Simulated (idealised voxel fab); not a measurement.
voxel ribs on slabs: a process module
The figure presents cross-section cut, which has a width of 265 nm and is divided into square cells with an edge length of 5 nm.
This document writes a cross-section as a grid whose cells are square, and gives it as bands, listed from the top down; one or more rows of cells form a band. Heads up on the band format: heights come first, top then bottom, in nm. After that it's the materials left to right, each with its width in nm. A single material flagged "all across" fills the whole band edge to edge, and "air" means there's empty space there. Note: height 0 marks the level under which the wafer is uniformly one material as received. Lowest band unbounded below, written "z 0 and below". Quick explanation for "30 to 40": the width changes in equal steps down the rows of cells, from the first number in the band's top row to the second number in its bottom row. No cell of the cross-section changed in a step that is given as "remained unchanged". In "Entrapped void list" the enclosed voids are listed, meaning empty spaces of 8 cells or larger without any opening to the top. The form is width x height at distance, distance from the left edge, units nm. Post-settings text on a step line: simulator's own remark regarding the step. On any step carrying a mask, the "overlay nm" setting, if present on the step's line, tells how far right of its planned place the mask lay; negative values point to the left.

STEPS IN THE PROCESS PLAN
- 1: op RECEIVE | material Si
- 2: op DIRECTIONAL_DEP | material SiO2 | thk nm 20
- 3: op DIRECTIONAL_DEP | material SiN | thk nm 25
- 4: op DIRECTIONAL_DEP | material aC | thk nm 10
- 5: op PATTERN | tone cover | mask id RIB | material resist | width nm 25 | thk nm 25 | overlay nm 0
- 6: op DIRECTIONAL_ETCH | etch materials aC | depth nm 10
- 7: op STRIP | etch materials resist
- 8: op DIRECTIONAL_ETCH | etch materials SiN | depth nm 20
- 9: op STRIP | etch materials aC
- 10: op MASKED_ETCH | tone cover | mask id SLAB | width nm 75 | etch materials SiN | depth nm 5 | overlay nm 0
- 11: op FILL_DEP | material SiO2 | thk nm 15
- 12: op CMP | height nm 55
- 13: op DIRECTIONAL_DEP | material TiN | thk nm 5
- 14: op MASKED_ETCH | tone cover | mask id HEATER | width nm 35 | etch materials TiN | depth nm 5 | overlay nm 0
- 15: op CONFORMAL_DEP | material SiO2 | thk nm 5

RECEIVED-STATE CROSS-SECTION, REFLECTING COMPLETION OF STEP 1
> z 0 and below = Si all across
> Entrapped void list: none

FIRST WAFER AT THE END, AS PLANNED
> z 65 to 60 = 110 of air; 45 of SiO2; 110 of air
> z 60 to 55 = 115 of SiO2; 35 of TiN; 115 of SiO2
> z 55 to 45 = SiO2 all across
> z 45 to 25 = 120 of SiO2; 25 of SiN; 120 of SiO2
> z 25 to 20 = 95 of SiO2; 75 of SiN; 95 of SiO2
> z 20 to 0 = SiO2 all across
> z 0 and below = Si all across
> Entrapped void list: none

WAFER TWO, SECTIONED AFTER THE MODULE: THE FIRST WAFER'S START, THE FIRST WAFER'S PLAN, AND ONE MISTAKE IN HOW IT WAS RUN
> z 60 to 55 = 115 of air; 35 of TiN; 115 of air
> z 55 to 45 = SiO2 all across
> z 45 to 25 = 120 of SiO2; 25 of SiN; 120 of SiO2
> z 25 to 20 = 95 of SiO2; 75 of SiN; 95 of SiO2
> z 20 to 0 = SiO2 all across
> z 0 and below = Si all across
> Entrapped void list: none
what went wrong: with respect to the plan, step 15 was omitted and not executed
End check, counted in cells, second wafer has more or fewer of these materials than the first: SiO2: 55 fewer
